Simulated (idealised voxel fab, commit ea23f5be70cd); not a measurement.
Process module, titled voxel quadruple lines
The width of the displayed cross-section, cut, is 265 nm; its cells are square, with a size of 5 nm.
A cross-section in this document is a grid of square cells, and it is written down as bands, the top band listed before the ones below it; a band is made up of one or more rows of cells. Band entry format. Leading values: height of top, height of bottom, nm. Remainder: materials in left-to-right order, each with its width in nm. Special words: "edge to edge" on a single material, which then fills the band edge to edge; "blank", empty space. All heights in this document are referenced to 0, defined as the level beneath which the wafer, as received, consists entirely of one material. The lowest band is not bounded below; it extends indefinitely downward and is written in the form "0..down". Note: "30 to 40" means the width goes from the first number (top row of the band) to the second number (bottom row) in equal steps per row of cells. A step reported as "nothing got changed" is a step in which no cell of the cross-section changed. The list in "Trapped voids" covers empty spaces of 8 cells or more that cannot reach the top through any open way, and it gives each as width x height at distance; the distance is from the left edge, and width, height and distance are in nm. The remark found on a step's line after its settings is issued by the simulator itself and pertains to that step. You can add "overlay nm" to a step's line. For a step with a mask, it describes how far the mask lay to the right of its planned position, and a negative number describes a lay to the left.
Process steps - plan
1) op RECEIVE | material Si
2) op CONFORMAL_DEP | material Al2O3 | thk nm 5
3) op DIRECTIONAL_DEP | material Ru | thk nm 15
4) op DIRECTIONAL_DEP | material polySi | thk nm 20
5) op DIRECTIONAL_DEP | material aC | thk nm 20
6) op PATTERN | tone cover | mask id MANDREL | material resist | width nm 20 | thk nm 25 | overlay nm 0
7) op DIRECTIONAL_ETCH | etch materials aC | depth nm 20
8) op STRIP | etch materials resist
9) op CONFORMAL_DEP | material SiO2 | thk nm 10
10) op DIRECTIONAL_ETCH | etch materials SiO2 | depth nm 10
11) op STRIP | etch materials aC
12) op DIRECTIONAL_ETCH | etch materials polySi | depth nm 20
13) op STRIP | etch materials SiO2
14) op CONFORMAL_DEP | material SiN | thk nm 5
15) op DIRECTIONAL_ETCH | etch materials SiN | depth nm 5
16) op STRIP | etch materials polySi
17) op DIRECTIONAL_ETCH | etch materials Ru | depth nm 15
18) op STRIP | etch materials SiN
So, the first of our two wafers, run just as we planned it
Step 1 complete: cross-section of the wafer as received
    0..down: Si edge to edge
    Trapped voids: none
Cross-section through the wafer, step 2 finished
    5..0: Al2O3 edge to edge
    Rest of section, below 0: as before.
Cross-section through the wafer, step 3 finished
    20..5: Ru edge to edge
    Rest of section, below 5: as before.
Cross-section through the wafer, step 4 finished
    40..20: polySi edge to edge
    Rest of section, below 20: as before.
Cross-section through the wafer, step 5 finished
    60..40: aC edge to edge
    Rest of section, below 40: as before.
Cross-section through the wafer, step 6 finished
    85..60: blank (120), resist (20), blank (125)
    Rest of section, below 60: as before.
Cross-section through the wafer, step 7 finished
    65..60: blank (120), resist (20), blank (125)
    60..40: blank (120), aC (20), blank (125)
    Rest of section, below 40: as before.
Cross-section through the wafer, step 8 finished
    60..40: blank (120), aC (20), blank (125)
    Rest of section, below 40: as before.
Cross-section through the wafer, step 9 finished
    70..60: blank (110), SiO2 (40), blank (115)
    60..50: blank (110), SiO2 (10), aC (20), SiO2 (10), blank (115)
    50..40: SiO2 (120), aC (20), SiO2 (125)
    Rest of section, below 40: as before.
Cross-section through the wafer, step 10 finished
    60..40: blank (110), SiO2 (10), aC (20), SiO2 (10), blank (115)
    Rest of section, below 40: as before.
Cross-section through the wafer, step 11 finished
    60..40: blank (110), SiO2 (10), blank (20), SiO2 (10), blank (115)
    Rest of section, below 40: as before.
Cross-section through the wafer, step 12 finished
    60..40: blank (110), SiO2 (10), blank (20), SiO2 (10), blank (115)
    40..20: blank (110), polySi (10), blank (20), polySi (10), blank (115)
    Rest of section, below 20: as before.
Cross-section through the wafer, step 13 finished
    40..20: blank (110), polySi (10), blank (20), polySi (10), blank (115)
    Rest of section, below 20: as before.
Cross-section through the wafer, step 14 finished
    45..40: blank (105), SiN (20), blank (10), SiN (20), blank (110)
    40..25: blank (105), SiN (5), polySi (10), SiN (5), blank (10), SiN (5), polySi (10), SiN (5), blank (110)
    25..20: SiN (110), polySi (10), SiN (20), polySi (10), SiN (115)
    Rest of section, below 20: as before.
Cross-section through the wafer, step 15 finished
    40..20: blank (105), SiN (5), polySi (10), SiN (5), blank (10), SiN (5), polySi (10), SiN (5), blank (110)
    Rest of section, below 20: as before.
Cross-section through the wafer, step 16 finished
    40..20: blank (105), SiN (5), blank (10), SiN (5), blank (10), SiN (5), blank (10), SiN (5), blank (110)
    Rest of section, below 20: as before.
Cross-section through the wafer, step 17 finished
    40..20: blank (105), SiN (5), blank (10), SiN (5), blank (10), SiN (5), blank (10), SiN (5), blank (110)
    20..5: blank (105), Ru (5), blank (10), Ru (5), blank (10), Ru (5), blank (10), Ru (5), blank (110)
    Rest of section, below 5: as before.
Cross-section through the wafer, step 18 finished
    20..5: blank (105), Ru (5), blank (10), Ru (5), blank (10), Ru (5), blank (10), Ru (5), blank (110)
    Rest of section, below 5: as before.
Second wafer - shared start and plan with the first - one error in running - same as the first up to step 2 inclusive
Cross-section of the second wafer corresponding to the planned conclusion of step 3
    35..5: Ru edge to edge
    Rest of section, below 5: as before.
Cross-section of the second wafer corresponding to the planned conclusion of step 4
    55..35: polySi edge to edge
    Rest of section, below 35: as before.
Cross-section of the second wafer corresponding to the planned conclusion of step 5
    75..55: aC edge to edge
    Rest of section, below 55: as before.
Cross-section of the second wafer corresponding to the planned conclusion of step 6
    100..75: blank (120), resist (20), blank (125)
    Rest of section, below 75: as before.
Cross-section of the second wafer corresponding to the planned conclusion of step 7
    80..75: blank (120), resist (20), blank (125)
    75..55: blank (120), aC (20), blank (125)
    Rest of section, below 55: as before.
Cross-section of the second wafer corresponding to the planned conclusion of step 8
    75..55: blank (120), aC (20), blank (125)
    Rest of section, below 55: as before.
Cross-section of the second wafer corresponding to the planned conclusion of step 9
    85..75: blank (110), SiO2 (40), blank (115)
    75..65: blank (110), SiO2 (10), aC (20), SiO2 (10), blank (115)
    65..55: SiO2 (120), aC (20), SiO2 (125)
    Rest of section, below 55: as before.
Cross-section of the second wafer corresponding to the planned conclusion of step 10
    75..55: blank (110), SiO2 (10), aC (20), SiO2 (10), blank (115)
    Rest of section, below 55: as before.
Cross-section of the second wafer corresponding to the planned conclusion of step 11
    75..55: blank (110), SiO2 (10), blank (20), SiO2 (10), blank (115)
    Rest of section, below 55: as before.
Cross-section of the second wafer corresponding to the planned conclusion of step 12
    75..55: blank (110), SiO2 (10), blank (20), SiO2 (10), blank (115)
    55..35: blank (110), polySi (10), blank (20), polySi (10), blank (115)
    Rest of section, below 35: as before.
Cross-section of the second wafer corresponding to the planned conclusion of step 13
    55..35: blank (110), polySi (10), blank (20), polySi (10), blank (115)
    Rest of section, below 35: as before.
Cross-section of the second wafer corresponding to the planned conclusion of step 14
    60..55: blank (105), SiN (20), blank (10), SiN (20), blank (110)
    55..40: blank (105), SiN (5), polySi (10), SiN (5), blank (10), SiN (5), polySi (10), SiN (5), blank (110)
    40..35: SiN (110), polySi (10), SiN (20), polySi (10), SiN (115)
    Rest of section, below 35: as before.
Cross-section of the second wafer corresponding to the planned conclusion of step 15
    55..35: blank (105), SiN (5), polySi (10), SiN (5), blank (10), SiN (5), polySi (10), SiN (5), blank (110)
    Rest of section, below 35: as before.
Cross-section of the second wafer corresponding to the planned conclusion of step 16
    55..35: blank (105), SiN (5), blank (10), SiN (5), blank (10), SiN (5), blank (10), SiN (5), blank (110)
    Rest of section, below 35: as before.
Cross-section of the second wafer corresponding to the planned conclusion of step 17
    55..35: blank (105), SiN (5), blank (10), SiN (5), blank (10), SiN (5), blank (10), SiN (5), blank (110)
    35..20: blank (105), Ru (5), blank (10), Ru (5), blank (10), Ru (5), blank (10), Ru (5), blank (110)
    Rest of section, below 20: as before.
Cross-section of the second wafer corresponding to the planned conclusion of step 18
    35..20: blank (105), Ru (5), blank (10), Ru (5), blank (10), Ru (5), blank (10), Ru (5), blank (110)
    Rest of section, below 20: as before.
Which mistake was made when the wafer was run? twice, step 3 of the plan was run
Looking at both finished wafers in cells, the second ends up ahead of or behind the first on some materials: Ru +159
